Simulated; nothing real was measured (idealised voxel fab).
The following process module bears the name voxel transistor to metal.
Displayed cross-section: cut, width of 150 nm, square cells sized 5 nm.
In what follows, cross-sections appear as grids of square cells, described through bands that run from the top down, where every band is one or more rows of cells.
First you get the band's top height and its bottom height, in nm, and then the materials it's made of, left to right, with each width in nm. If you see a single material with "all across", that one covers the band edge to edge. "air" is empty space.
Height datum 0, below which the as-received substrate wafer is one material. Lowest band open at the bottom, running downward: "z 0 and below".
The notation "30 to 40" denotes a width that varies across the rows of cells in the band, beginning at the first number in the top row, finishing at the second number in the bottom row, and changing by an identical amount from each row to the next.
Step note "no modification" = no cross-section cell changed.
Any empty space of 8 cells or more lacking an open way to the top shows up in "Enclosed cavity list" as width x height at distance, distance from the left edge, in nm.
What comes after the settings on a step's line is commentary from the simulator itself on that step.
On any step carrying a mask, the "overlay nm" setting, if present on the step's line, tells how far right of its planned place the mask lay; negative values point to the left.
### Process steps foreseen in the plan
1: RECEIVE | material Si
2: OXIDIZE | depth nm 5
3: CONFORMAL_DEP | material SiN | thk nm 10
4: MASKED_ETCH | tone cover | mask id ACTIVE | width nm 110 | etch materials SiN | depth nm 10 | overlay nm 0
5: MASKED_ETCH | tone cover | mask id ACTIVE | width nm 110 | etch materials SiO2 | depth nm 5 | overlay nm 0
6: MASKED_ETCH | tone cover | mask id ACTIVE | width nm 110 | etch materials Si | depth nm 30 | overlay nm 0
7: OXIDIZE | depth nm 5
8: FILL_DEP | material SiO2 | thk nm 10
9: CMP | height nm 10
10: SELECTIVE_ETCH | etch materials SiO2 | depth nm 5
11: STRIP | etch materials SiN
12: SELECTIVE_ETCH | etch materials SiO2 | depth nm 5
13: OXIDIZE | depth nm 5
14: DIRECTIONAL_DEP | material polySi | thk nm 25
15: DIRECTIONAL_DEP | material SiCN | thk nm 10
16: PATTERN | tone cover | mask id GATE | material resist | width nm 30 | thk nm 20 | overlay nm 0
17: DIRECTIONAL_ETCH | etch materials SiCN | depth nm 20
18: DIRECTIONAL_ETCH | etch materials polySi | depth nm 35
19: STRIP | etch materials resist
20: CONFORMAL_DEP | material SiN | thk nm 10
21: DIRECTIONAL_ETCH | etch materials SiN | depth nm 10
22: DIRECTIONAL_ETCH | etch materials SiO2 | depth nm 5
23: EPI | material SiGe | thk nm 5
24: FILL_DEP | material SiO2 | thk nm 5
25: CMP | height nm 20
26: STRIP | etch materials polySi
27: SELECTIVE_ETCH | etch materials SiO2 | depth nm 5
28: CONFORMAL_DEP | material HfO2 | thk nm 5
29: CONFORMAL_DEP | material TiN | thk nm 5
30: FILL_DEP | material W | thk nm 10
31: CMP | height nm 15
32: DIRECTIONAL_DEP | material SiO2 | thk nm 10
33: MASKED_ETCH | tone open | mask id CONTACT | width nm 20 | pitch nm 80 | etch materials SiO2 | depth nm 30 | overlay nm 0
34: CONFORMAL_DEP | material TiN | thk nm 5
35: FILL_DEP | material W | thk nm 10
36: CMP | height nm 25
37: DIRECTIONAL_DEP | material TiN | thk nm 5
38: DIRECTIONAL_DEP | material W | thk nm 20
39: DIRECTIONAL_DEP | material aC | thk nm 15
40: PATTERN | tone cover | mask id METAL_1 | material resist | width nm 20 | pitch nm 80 | thk nm 35 | overlay nm 0
41: DIRECTIONAL_ETCH | etch materials aC | depth nm 15
42: STRIP | etch materials resist
43: DIRECTIONAL_ETCH | etch materials W | depth nm 20
44: DIRECTIONAL_ETCH | etch materials TiN | depth nm 5
45: STRIP | etch materials aC
46: CONFORMAL_DEP | material SiN | thk nm 5
47: FILL_DEP | material lowk | thk nm 10
48: CMP | height nm 50
49: CONFORMAL_DEP | material SiN | thk nm 5
### First of two wafers, with the run carried out as planned
### Here's what the wafer looked like in cross-section when it arrived - that's after step 1
- z 0 and below | Si all across
- Enclosed cavity list: none
### Wafer after step 2 (cross-section)
- z 0 to -5 | SiO2 all across
- Unchanged below -5.
### Wafer after step 3 (cross-section)
- z 10 to 0 | SiN all across
- Unchanged below 0.
### Wafer after step 4 (cross-section)
- z 10 to 0 | air 20, then SiN 110, then air 20
- Unchanged below 0.
### Wafer after step 5 (cross-section)
- z 10 to 0 | air 20, then SiN 110, then air 20
- z 0 to -5 | air 20, then SiO2 110, then air 20
- Unchanged below -5.
### Wafer after step 6 (cross-section)
- z 10 to 0 | air 20, then SiN 110, then air 20
- z 0 to -5 | air 20, then SiO2 110, then air 20
- z -5 to -35 | air 20, then Si 110, then air 20
- Unchanged below -35.
### Wafer after step 7 (cross-section)
- z 10 to 0 | air 20, then SiN 110, then air 20
- z 0 to -5 | air 20, then SiO2 110, then air 20
- z -5 to -35 | air 20, then SiO2 5, then Si 100, then SiO2 5, then air 20
- z -35 to -40 | SiO2 25, then Si 100, then SiO2 25
- Unchanged below -40.
### Wafer after step 8 (cross-section)
- z 20 to 10 | SiO2 all across
- z 10 to 0 | SiO2 20, then SiN 110, then SiO2 20
- z 0 to -5 | SiO2 all across
- z -5 to -40 | SiO2 25, then Si 100, then SiO2 25
- Unchanged below -40.
### Wafer after step 9 (cross-section)
- z 10 to 0 | SiO2 20, then SiN 110, then SiO2 20
- Unchanged below 0.
### Wafer after step 10 (cross-section)
- z 10 to 5 | air 20, then SiN 110, then air 20
- Unchanged below 5.
### Wafer after step 11 (cross-section)
- z 5 to 0 | SiO2 20, then air 110, then SiO2 20
- Unchanged below 0.
### Wafer after step 12 (cross-section)
- z 0 to -5 | SiO2 15, then air 120, then SiO2 15
- Unchanged below -5.
### Wafer after step 13 (cross-section)
- z 0 to -5 | SiO2 15, then air 120, then SiO2 15
- z -5 to -10 | SiO2 all across
- Unchanged below -10.
### Wafer after step 14 (cross-section)
- z 25 to 20 | polySi 15, then air 120, then polySi 15
- z 20 to 0 | polySi all across
- z 0 to -5 | SiO2 15, then polySi 120, then SiO2 15
- Unchanged below -5.
### Wafer after step 15 (cross-section)
- z 35 to 30 | SiCN 15, then air 120, then SiCN 15
- z 30 to 25 | SiCN all across
- z 25 to 20 | polySi 15, then SiCN 120, then polySi 15
- Unchanged below 20.
### Wafer after step 16 (cross-section)
- z 55 to 35 | air 60, then resist 30, then air 60
- z 35 to 30 | SiCN 15, then air 45, then resist 30, then air 45, then SiCN 15
- Unchanged below 30.
### Wafer after step 17 (cross-section)
- z 55 to 30 | air 60, then resist 30, then air 60
- z 30 to 25 | air 60, then SiCN 30, then air 60
- z 25 to 20 | polySi 15, then air 45, then SiCN 30, then air 45, then polySi 15
- Unchanged below 20.
### Wafer after step 18 (cross-section)
- z 55 to 30 | air 60, then resist 30, then air 60
- z 30 to 20 | air 60, then SiCN 30, then air 60
- z 20 to 0 | air 60, then polySi 30, then air 60
- z 0 to -5 | SiO2 15, then air 45, then polySi 30, then air 45, then SiO2 15
- Unchanged below -5.
### Wafer after step 19 (cross-section)
- z 30 to 20 | air 60, then SiCN 30, then air 60
- Unchanged below 20.
### Wafer after step 20 (cross-section)
- z 40 to 30 | air 50, then SiN 50, then air 50
- z 30 to 20 | air 50, then SiN 10, then SiCN 30, then SiN 10, then air 50
- z 20 to 10 | air 50, then SiN 10, then polySi 30, then SiN 10, then air 50
- z 10 to 5 | SiN 25, then air 25, then SiN 10, then polySi 30, then SiN 10, then air 25, then SiN 25
- z 5 to 0 | SiN 60, then polySi 30, then SiN 60
- z 0 to -5 | SiO2 15, then SiN 45, then polySi 30, then SiN 45, then SiO2 15
- Unchanged below -5.
### Wafer after step 21 (cross-section)
- z 30 to 20 | air 50, then SiN 10, then SiCN 30, then SiN 10, then air 50
- z 20 to 0 | air 50, then SiN 10, then polySi 30, then SiN 10, then air 50
- z 0 to -5 | SiO2 15, then SiN 10, then air 25, then SiN 10, then polySi 30, then SiN 10, then air 25, then SiN 10, then SiO2 15
- Unchanged below -5.
### Wafer after step 22 (cross-section)
- z 30 to 20 | air 50, then SiN 10, then SiCN 30, then SiN 10, then air 50
- z 20 to 0 | air 50, then SiN 10, then polySi 30, then SiN 10, then air 50
- z 0 to -5 | air 15, then SiN 10, then air 25, then SiN 10, then polySi 30, then SiN 10, then air 25, then SiN 10, then air 15
- z -5 to -10 | SiO2 25, then air 25, then SiO2 50, then air 25, then SiO2 25
- Unchanged below -10.
### Wafer after step 23 (cross-section)
- z 30 to 20 | air 50, then SiN 10, then SiCN 30, then SiN 10, then air 50
- z 20 to 0 | air 50, then SiN 10, then polySi 30, then SiN 10, then air 50
- z 0 to -5 | air 15, then SiN 10, then air 25, then SiN 10, then polySi 30, then SiN 10, then air 25, then SiN 10, then air 15
- z -5 to -10 | SiO2 25, then SiGe 25, then SiO2 50, then SiGe 25, then SiO2 25
- Unchanged below -10.
### Wafer after step 24 (cross-section)
- z 35 to 30 | SiO2 all across
- z 30 to 20 | SiO2 50, then SiN 10, then SiCN 30, then SiN 10, then SiO2 50
- z 20 to 0 | SiO2 50, then SiN 10, then polySi 30, then SiN 10, then SiO2 50
- z 0 to -5 | SiO2 15, then SiN 10, then SiO2 25, then SiN 10, then polySi 30, then SiN 10, then SiO2 25, then SiN 10, then SiO2 15
- Unchanged below -5.
### Wafer after step 25 (cross-section)
- z 20 to 0 | SiO2 50, then SiN 10, then polySi 30, then SiN 10, then SiO2 50
- Unchanged below 0.
### Wafer after step 26 (cross-section)
- z 20 to 0 | SiO2 50, then SiN 10, then air 30, then SiN 10, then SiO2 50
- z 0 to -5 | SiO2 15, then SiN 10, then SiO2 25, then SiN 10, then air 30, then SiN 10, then SiO2 25, then SiN 10, then SiO2 15
- Unchanged below -5.
### Wafer after step 27 (cross-section)
- z 20 to 15 | air 50, then SiN 10, then air 30, then SiN 10, then air 50
- z 15 to 0 | SiO2 50, then SiN 10, then air 30, then SiN 10, then SiO2 50
- z 0 to -5 | SiO2 15, then SiN 10, then SiO2 25, then SiN 10, then air 30, then SiN 10, then SiO2 25, then SiN 10, then SiO2 15
- z -5 to -10 | SiO2 25, then SiGe 25, then SiO2 5, then air 40, then SiO2 5, then SiGe 25, then SiO2 25
- Unchanged below -10.
### Wafer after step 28 (cross-section)
- z 25 to 20 | air 45, then HfO2 20, then air 20, then HfO2 20, then air 45
- z 20 to 15 | HfO2 50, then SiN 10, then HfO2 5, then air 20, then HfO2 5, then SiN 10, then HfO2 50
- z 15 to 0 | SiO2 50, then SiN 10, then HfO2 5, then air 20, then HfO2 5, then SiN 10, then SiO2 50
- z 0 to -5 | SiO2 15, then SiN 10, then SiO2 25, then SiN 10, then HfO2 5, then air 20, then HfO2 5, then SiN 10, then SiO2 25, then SiN 10, then SiO2 15
- z -5 to -10 | SiO2 25, then SiGe 25, then SiO2 5, then HfO2 40, then SiO2 5, then SiGe 25, then SiO2 25
- Unchanged below -10.
### Wafer after step 29 (cross-section)
- z 30 to 25 | air 40, then TiN 30, then air 10, then TiN 30, then air 40
- z 25 to 20 | TiN 45, then HfO2 20, then TiN 5, then air 10, then TiN 5, then HfO2 20, then TiN 45
- z 20 to 15 | HfO2 50, then SiN 10, then HfO2 5, then TiN 5, then air 10, then TiN 5, then HfO2 5, then SiN 10, then HfO2 50
- z 15 to 0 | SiO2 50, then SiN 10, then HfO2 5, then TiN 5, then air 10, then TiN 5, then HfO2 5, then SiN 10, then SiO2 50
- z 0 to -5 | SiO2 15, then SiN 10, then SiO2 25, then SiN 10, then HfO2 5, then TiN 20, then HfO2 5, then SiN 10, then SiO2 25, then SiN 10, then SiO2 15
- Unchanged below -5.
### Wafer after step 30 (cross-section)
- z 40 to 30 | W all across
- z 30 to 25 | W 40, then TiN 30, then W 10, then TiN 30, then W 40
- z 25 to 20 | TiN 45, then HfO2 20, then TiN 5, then W 10, then TiN 5, then HfO2 20, then TiN 45
- z 20 to 15 | HfO2 50, then SiN 10, then HfO2 5, then TiN 5, then W 10, then TiN 5, then HfO2 5, then SiN 10, then HfO2 50
- z 15 to 0 | SiO2 50, then SiN 10, then HfO2 5, then TiN 5, then W 10, then TiN 5, then HfO2 5, then SiN 10, then SiO2 50
- Unchanged below 0.
### Wafer after step 31 (cross-section)
- z 15 to 0 | SiO2 50, then SiN 10, then HfO2 5, then TiN 5, then W 10, then TiN 5, then HfO2 5, then SiN 10, then SiO2 50
- Unchanged below 0.
### Wafer after step 32 (cross-section)
- z 25 to 15 | SiO2 all across
- Unchanged below 15.
### Wafer after step 33 (cross-section)
- z 25 to 15 | SiO2 25, then air 20, then SiO2 60, then air 20, then SiO2 25
- z 15 to 0 | SiO2 25, then air 20, then SiO2 5, then SiN 10, then HfO2 5, then TiN 5, then W 10, then TiN 5, then HfO2 5, then SiN 10, then SiO2 5, then air 20, then SiO2 25
- z 0 to -5 | SiO2 15, then SiN 10, then air 20, then SiO2 5, then SiN 10, then HfO2 5, then TiN 20, then HfO2 5, then SiN 10, then SiO2 5, then air 20, then SiN 10, then SiO2 15
- Unchanged below -5.
### Wafer after step 34 (cross-section)
- z 30 to 25 | TiN 30, then air 10, then TiN 70, then air 10, then TiN 30
- z 25 to 15 | SiO2 25, then TiN 5, then air 10, then TiN 5, then SiO2 60, then TiN 5, then air 10, then TiN 5, then SiO2 25
- z 15 to 0 | SiO2 25, then TiN 5, then air 10, then TiN 5, then SiO2 5, then SiN 10, then HfO2 5, then TiN 5, then W 10, then TiN 5, then HfO2 5, then SiN 10, then SiO2 5, then TiN 5, then air 10, then TiN 5, then SiO2 25
- z 0 to -5 | SiO2 15, then SiN 10, then TiN 20, then SiO2 5, then SiN 10, then HfO2 5, then TiN 20, then HfO2 5, then SiN 10, then SiO2 5, then TiN 20, then SiN 10, then SiO2 15
- Unchanged below -5.
### Wafer after step 35 (cross-section)
- z 40 to 30 | W all across
- z 30 to 25 | TiN 30, then W 10, then TiN 70, then W 10, then TiN 30
- z 25 to 15 | SiO2 25, then TiN 5, then W 10, then TiN 5, then SiO2 60, then TiN 5, then W 10, then TiN 5, then SiO2 25
- z 15 to 0 | SiO2 25, then TiN 5, then W 10, then TiN 5, then SiO2 5, then SiN 10, then HfO2 5, then TiN 5, then W 10, then TiN 5, then HfO2 5, then SiN 10, then SiO2 5, then TiN 5, then W 10, then TiN 5, then SiO2 25
- Unchanged below 0.
### Wafer after step 36 (cross-section)
- z 25 to 15 | SiO2 25, then TiN 5, then W 10, then TiN 5, then SiO2 60, then TiN 5, then W 10, then TiN 5, then SiO2 25
- Unchanged below 15.
### Wafer after step 37 (cross-section)
- z 30 to 25 | TiN all across
- Unchanged below 25.
### Wafer after step 38 (cross-section)
- z 50 to 30 | W all across
- Unchanged below 30.
### Wafer after step 39 (cross-section)
- z 65 to 50 | aC all across
- Unchanged below 50.
### Wafer after step 40 (cross-section)
- z 100 to 65 | air 25, then resist 20, then air 60, then resist 20, then air 25
- Unchanged below 65.
### Wafer after step 41 (cross-section)
- z 85 to 65 | air 25, then resist 20, then air 60, then resist 20, then air 25
- z 65 to 50 | air 25, then aC 20, then air 60, then aC 20, then air 25
- Unchanged below 50.
### Wafer after step 42 (cross-section)
- z 65 to 50 | air 25, then aC 20, then air 60, then aC 20, then air 25
- Unchanged below 50.
### Wafer after step 43 (cross-section)
- z 65 to 50 | air 25, then aC 20, then air 60, then aC 20, then air 25
- z 50 to 30 | air 25, then W 20, then air 60, then W 20, then air 25
- Unchanged below 30.
### Wafer after step 44 (cross-section)
- z 65 to 50 | air 25, then aC 20, then air 60, then aC 20, then air 25
- z 50 to 30 | air 25, then W 20, then air 60, then W 20, then air 25
- z 30 to 25 | air 25, then TiN 20, then air 60, then TiN 20, then air 25
- Unchanged below 25.
### Wafer after step 45 (cross-section)
- z 50 to 30 | air 25, then W 20, then air 60, then W 20, then air 25
- Unchanged below 30.
### Wafer after step 46 (cross-section)
- z 55 to 50 | air 20, then SiN 30, then air 50, then SiN 30, then air 20
- z 50 to 30 | air 20, then SiN 5, then W 20, then SiN 5, then air 50, then SiN 5, then W 20, then SiN 5, then air 20
- z 30 to 25 | SiN 25, then TiN 20, then SiN 60, then TiN 20, then SiN 25
- Unchanged below 25.
### Wafer after step 47 (cross-section)
- z 65 to 55 | lowk all across
- z 55 to 50 | lowk 20, then SiN 30, then lowk 50, then SiN 30, then lowk 20
- z 50 to 30 | lowk 20, then SiN 5, then W 20, then SiN 5, then lowk 50, then SiN 5, then W 20, then SiN 5, then lowk 20
- Unchanged below 30.
### Wafer after step 48 (cross-section)
- z 50 to 30 | lowk 20, then SiN 5, then W 20, then SiN 5, then lowk 50, then SiN 5, then W 20, then SiN 5, then lowk 20
- Unchanged below 30.
### Wafer after step 49 (cross-section)
- z 55 to 50 | SiN all across
- Unchanged below 50.
### Here the second wafer is described. Its start and its plan were those of the first wafer. Its run contained one mistake. Up to and including step 32, it did exactly what the first wafer did
### Cross-sectional view of the second wafer at the intended end time of process step 33
- z 25 to 15 | SiO2 20, then air 30, then SiO2 50, then air 30, then SiO2 20
- z 15 to 0 | SiO2 20, then air 30, then SiN 10, then HfO2 5, then TiN 5, then W 10, then TiN 5, then HfO2 5, then SiN 10, then air 30, then SiO2 20
- z 0 to -5 | SiO2 15, then SiN 10, then air 25, then SiN 10, then HfO2 5, then TiN 20, then HfO2 5, then SiN 10, then air 25, then SiN 10, then SiO2 15
- Unchanged below -5.
### Cross-sectional view of the second wafer at the intended end time of process step 34
- z 30 to 25 | TiN 25, then air 20, then TiN 60, then air 20, then TiN 25
- z 25 to 15 | SiO2 20, then TiN 5, then air 20, then TiN 5, then SiO2 50, then TiN 5, then air 20, then TiN 5, then SiO2 20
- z 15 to 5 | SiO2 20, then TiN 5, then air 20, then TiN 5, then SiN 10, then HfO2 5, then TiN 5, then W 10, then TiN 5, then HfO2 5, then SiN 10, then TiN 5, then air 20, then TiN 5, then SiO2 20
- z 5 to 0 | SiO2 20, then TiN 10, then air 15, then TiN 5, then SiN 10, then HfO2 5, then TiN 5, then W 10, then TiN 5, then HfO2 5, then SiN 10, then TiN 5, then air 15, then TiN 10, then SiO2 20
- z 0 to -5 | SiO2 15, then SiN 10, then TiN 25, then SiN 10, then HfO2 5, then TiN 20, then HfO2 5, then SiN 10, then TiN 25, then SiN 10, then SiO2 15
- Unchanged below -5.
### Cross-sectional view of the second wafer at the intended end time of process step 35
- z 40 to 30 | W all across
- z 30 to 25 | TiN 25, then W 20, then TiN 60, then W 20, then TiN 25
- z 25 to 15 | SiO2 20, then TiN 5, then W 20, then TiN 5, then SiO2 50, then TiN 5, then W 20, then TiN 5, then SiO2 20
- z 15 to 5 | SiO2 20, then TiN 5, then W 20, then TiN 5, then SiN 10, then HfO2 5, then TiN 5, then W 10, then TiN 5, then HfO2 5, then SiN 10, then TiN 5, then W 20, then TiN 5, then SiO2 20
- z 5 to 0 | SiO2 20, then TiN 10, then W 15, then TiN 5, then SiN 10, then HfO2 5, then TiN 5, then W 10, then TiN 5, then HfO2 5, then SiN 10, then TiN 5, then W 15, then TiN 10, then SiO2 20
- Unchanged below 0.
### Cross-sectional view of the second wafer at the intended end time of process step 36
- z 25 to 15 | SiO2 20, then TiN 5, then W 20, then TiN 5, then SiO2 50, then TiN 5, then W 20, then TiN 5, then SiO2 20
- Unchanged below 15.
### Cross-sectional view of the second wafer at the intended end time of process step 37
- z 30 to 25 | TiN all across
- Unchanged below 25.
### Cross-sectional view of the second wafer at the intended end time of process step 38
- z 50 to 30 | W all across
- Unchanged below 30.
### Cross-sectional view of the second wafer at the intended end time of process step 39
- z 65 to 50 | aC all across
- Unchanged below 50.
### Cross-sectional view of the second wafer at the intended end time of process step 40
- z 100 to 65 | air 25, then resist 20, then air 60, then resist 20, then air 25
- Unchanged below 65.
### Cross-sectional view of the second wafer at the intended end time of process step 41
- z 85 to 65 | air 25, then resist 20, then air 60, then resist 20, then air 25
- z 65 to 50 | air 25, then aC 20, then air 60, then aC 20, then air 25
- Unchanged below 50.
### Cross-sectional view of the second wafer at the intended end time of process step 42
- z 65 to 50 | air 25, then aC 20, then air 60, then aC 20, then air 25
- Unchanged below 50.
### Cross-sectional view of the second wafer at the intended end time of process step 43
- z 65 to 50 | air 25, then aC 20, then air 60, then aC 20, then air 25
- z 50 to 30 | air 25, then W 20, then air 60, then W 20, then air 25
- Unchanged below 30.
### Cross-sectional view of the second wafer at the intended end time of process step 44
- z 65 to 50 | air 25, then aC 20, then air 60, then aC 20, then air 25
- z 50 to 30 | air 25, then W 20, then air 60, then W 20, then air 25
- z 30 to 25 | air 25, then TiN 20, then air 60, then TiN 20, then air 25
- Unchanged below 25.
### Cross-sectional view of the second wafer at the intended end time of process step 45
- z 50 to 30 | air 25, then W 20, then air 60, then W 20, then air 25
- Unchanged below 30.
### Cross-sectional view of the second wafer at the intended end time of process step 46
- z 55 to 50 | air 20, then SiN 30, then air 50, then SiN 30, then air 20
- z 50 to 30 | air 20, then SiN 5, then W 20, then SiN 5, then air 50, then SiN 5, then W 20, then SiN 5, then air 20
- z 30 to 25 | SiN 25, then TiN 20, then SiN 60, then TiN 20, then SiN 25
- Unchanged below 25.
### Cross-sectional view of the second wafer at the intended end time of process step 47
- z 65 to 55 | lowk all across
- z 55 to 50 | lowk 20, then SiN 30, then lowk 50, then SiN 30, then lowk 20
- z 50 to 30 | lowk 20, then SiN 5, then W 20, then SiN 5, then lowk 50, then SiN 5, then W 20, then SiN 5, then lowk 20
- Unchanged below 30.
### Cross-sectional view of the second wafer at the intended end time of process step 48
- z 50 to 30 | lowk 20, then SiN 5, then W 20, then SiN 5, then lowk 50, then SiN 5, then W 20, then SiN 5, then lowk 20
- Unchanged below 30.
### Cross-sectional view of the second wafer at the intended end time of process step 49
- z 55 to 50 | SiN all across
- Unchanged below 50.
In executing the process, a mistake was made relative to the plan: step 33 did not use the planned setting and instead ran as MASKED_ETCH | tone open | mask id CONTACT | width nm 30 | pitch nm 80 | etch materials SiO2 | depth nm 30 | overlay nm 0
Heads up, by the end the second wafer has more or fewer cells of some materials compared to the first: 22 fewer of SiO2, 4 more of TiN, 18 more of W
